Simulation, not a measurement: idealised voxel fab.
Proc. module: voxel ribs on slabs
Square cell edge 5 nm, section width 155 nm, ID cut.
Throughout this document, each cross-section is represented as a grid of square cells and is presented as a sequence of bands enumerated from the top downward, where a band comprises one or more rows of cells. For a band, the entry starts with two heights in nm, that of the top and then that of the bottom, and carries on with the band's materials in order from left to right, each alongside its width in nm; the word "all across" beside a single material means it fills the band edge to edge, and "blank" means empty space. Note: height 0 marks the level under which the wafer is uniformly one material as received. Lowest band unbounded below, written "z 0 and below". So if you see something like "30->40" for the width, read it as the top row of the band sitting at the first number and the bottom row at the second, with every row in between moving by the same amount as the last. Step note "left unchanged" = no cross-section cell changed. Basically, "Trapped cavities" tells you about the enclosed voids: empty spaces with no open way to the top, 8 cells or bigger, each written width x height at distance, where distance is from the left edge, all in nm. Step line, after settings: the simulator's comment on this step. Regarding "overlay nm": on a step with a mask, it is the distance the mask lay to the right of its planned place; a negative value places it to the left.

Process steps foreseen in the plan
1 RECEIVE [material Si]
2 DIRECTIONAL_DEP [material SiO2] [thk nm 30]
3 DIRECTIONAL_DEP [material SiN] [thk nm 25]
4 PATTERN [tone cover] [mask id RIB] [material resist] [width nm 20] [thk nm 15] [overlay nm 0]
5 DIRECTIONAL_ETCH [etch materials SiN] [depth nm 20]
6 STRIP [etch materials resist]
7 MASKED_ETCH [tone cover] [mask id SLAB] [width nm 50] [etch materials SiN] [depth nm 5] [overlay nm 0]
8 FILL_DEP [material SiO2] [thk nm 20]
9 CMP [height nm 70]
10 DIRECTIONAL_DEP [material W] [thk nm 10]
11 DIRECTIONAL_DEP [material aC] [thk nm 15]
12 PATTERN [tone cover] [mask id HEATER] [material resist] [width nm 30] [thk nm 30] [overlay nm 0]
13 DIRECTIONAL_ETCH [etch materials aC] [depth nm 15]
14 STRIP [etch materials resist]
15 DIRECTIONAL_ETCH [etch materials W] [depth nm 10]
16 STRIP [etch materials aC]
17 CONFORMAL_DEP [material SiN] [thk nm 5]

The first of the two wafers, which ran as planned

Delivered wafer in cross-section: state after step 1
  z 0 and below: Si all across
  Trapped cavities: none

Cross-section: wafer state after step 2
  z 30 to 0: SiO2 all across
  Beneath the level 0, the cross-section is identical to its previous state.

Cross-section: wafer state after step 3
  z 55 to 30: SiN all across
  Beneath the level 30, the cross-section is identical to its previous state.

Cross-section: wafer state after step 4
  z 70 to 55: 65 of blank | 20 of resist | 70 of blank
  Beneath the level 55, the cross-section is identical to its previous state.

Cross-section: wafer state after step 5
  z 70 to 55: 65 of blank | 20 of resist | 70 of blank
  z 55 to 35: 65 of blank | 20 of SiN | 70 of blank
  Beneath the level 35, the cross-section is identical to its previous state.

Cross-section: wafer state after step 6
  z 55 to 35: 65 of blank | 20 of SiN | 70 of blank
  Beneath the level 35, the cross-section is identical to its previous state.

Cross-section: wafer state after step 7
  z 55 to 35: 65 of blank | 20 of SiN | 70 of blank
  z 35 to 30: 50 of blank | 50 of SiN | 55 of blank
  Beneath the level 30, the cross-section is identical to its previous state.

Cross-section: wafer state after step 8
  z 75 to 55: SiO2 all across
  z 55 to 35: 65 of SiO2 | 20 of SiN | 70 of SiO2
  z 35 to 30: 50 of SiO2 | 50 of SiN | 55 of SiO2
  Beneath the level 30, the cross-section is identical to its previous state.

Cross-section: wafer state after step 9
  z 70 to 55: SiO2 all across
  Beneath the level 55, the cross-section is identical to its previous state.

Cross-section: wafer state after step 10
  z 80 to 70: W all across
  Beneath the level 70, the cross-section is identical to its previous state.

Cross-section: wafer state after step 11
  z 95 to 80: aC all across
  Beneath the level 80, the cross-section is identical to its previous state.

Cross-section: wafer state after step 12
  z 125 to 95: 60 of blank | 30 of resist | 65 of blank
  Beneath the level 95, the cross-section is identical to its previous state.

Cross-section: wafer state after step 13
  z 110 to 95: 60 of blank | 30 of resist | 65 of blank
  z 95 to 80: 60 of blank | 30 of aC | 65 of blank
  Beneath the level 80, the cross-section is identical to its previous state.

Cross-section: wafer state after step 14
  z 95 to 80: 60 of blank | 30 of aC | 65 of blank
  Beneath the level 80, the cross-section is identical to its previous state.

Cross-section: wafer state after step 15
  z 95 to 80: 60 of blank | 30 of aC | 65 of blank
  z 80 to 70: 60 of blank | 30 of W | 65 of blank
  Beneath the level 70, the cross-section is identical to its previous state.

Cross-section: wafer state after step 16
  z 80 to 70: 60 of blank | 30 of W | 65 of blank
  Beneath the level 70, the cross-section is identical to its previous state.

Cross-section: wafer state after step 17
  z 85 to 80: 55 of blank | 40 of SiN | 60 of blank
  z 80 to 75: 55 of blank | 5 of SiN | 30 of W | 5 of SiN | 60 of blank
  z 75 to 70: 60 of SiN | 30 of W | 65 of SiN
  Beneath the level 70, the cross-section is identical to its previous state.

The second wafer: identical to the first at the outset and in its planned sequence, differing only in that one mistake was made during processing; up to and including step 6, its path is the first wafer's path

Cross-section, second wafer, at the end time the plan gives for step 7
  z 50 to 35: 65 of blank | 20 of SiN | 70 of blank
  z 35 to 30: 50 of SiN | 15 of blank | 20 of SiN | 15 of blank | 55 of SiN
  Beneath the level 30, the cross-section is identical to its previous state.

Cross-section, second wafer, at the end time the plan gives for step 8
  z 70 to 50: SiO2 all across
  z 50 to 35: 65 of SiO2 | 20 of SiN | 70 of SiO2
  z 35 to 30: 50 of SiN | 15 of SiO2 | 20 of SiN | 15 of SiO2 | 55 of SiN
  Beneath the level 30, the cross-section is identical to its previous state.

Cross-section, second wafer, at the end time the plan gives for step 9: left unchanged

Cross-section, second wafer, at the end time the plan gives for step 10
  z 80 to 70: W all across
  Beneath the level 70, the cross-section is identical to its previous state.

Cross-section, second wafer, at the end time the plan gives for step 11
  z 95 to 80: aC all across
  Beneath the level 80, the cross-section is identical to its previous state.

Cross-section, second wafer, at the end time the plan gives for step 12
  z 125 to 95: 60 of blank | 30 of resist | 65 of blank
  Beneath the level 95, the cross-section is identical to its previous state.

Cross-section, second wafer, at the end time the plan gives for step 13
  z 110 to 95: 60 of blank | 30 of resist | 65 of blank
  z 95 to 80: 60 of blank | 30 of aC | 65 of blank
  Beneath the level 80, the cross-section is identical to its previous state.

Cross-section, second wafer, at the end time the plan gives for step 14
  z 95 to 80: 60 of blank | 30 of aC | 65 of blank
  Beneath the level 80, the cross-section is identical to its previous state.

Cross-section, second wafer, at the end time the plan gives for step 15
  z 95 to 80: 60 of blank | 30 of aC | 65 of blank
  z 80 to 70: 60 of blank | 30 of W | 65 of blank
  Beneath the level 70, the cross-section is identical to its previous state.

Cross-section, second wafer, at the end time the plan gives for step 16
  z 80 to 70: 60 of blank | 30 of W | 65 of blank
  Beneath the level 70, the cross-section is identical to its previous state.

Cross-section, second wafer, at the end time the plan gives for step 17
  z 85 to 80: 55 of blank | 40 of SiN | 60 of blank
  z 80 to 75: 55 of blank | 5 of SiN | 30 of W | 5 of SiN | 60 of blank
  z 75 to 70: 60 of SiN | 30 of W | 65 of SiN
  Beneath the level 70, the cross-section is identical to its previous state.
Which mistake was made when the wafer was run? it should be noted that step 7 was executed with settings other than those planned, the operation and settings actually applied being MASKED_ETCH [tone open] [mask id SLAB] [width nm 50] [etch materials SiN] [depth nm 5] [overlay nm 0]
Final wafer comparison in cells, second versus first, more or fewer per material: 11 more of SiN; 11 fewer of SiO2
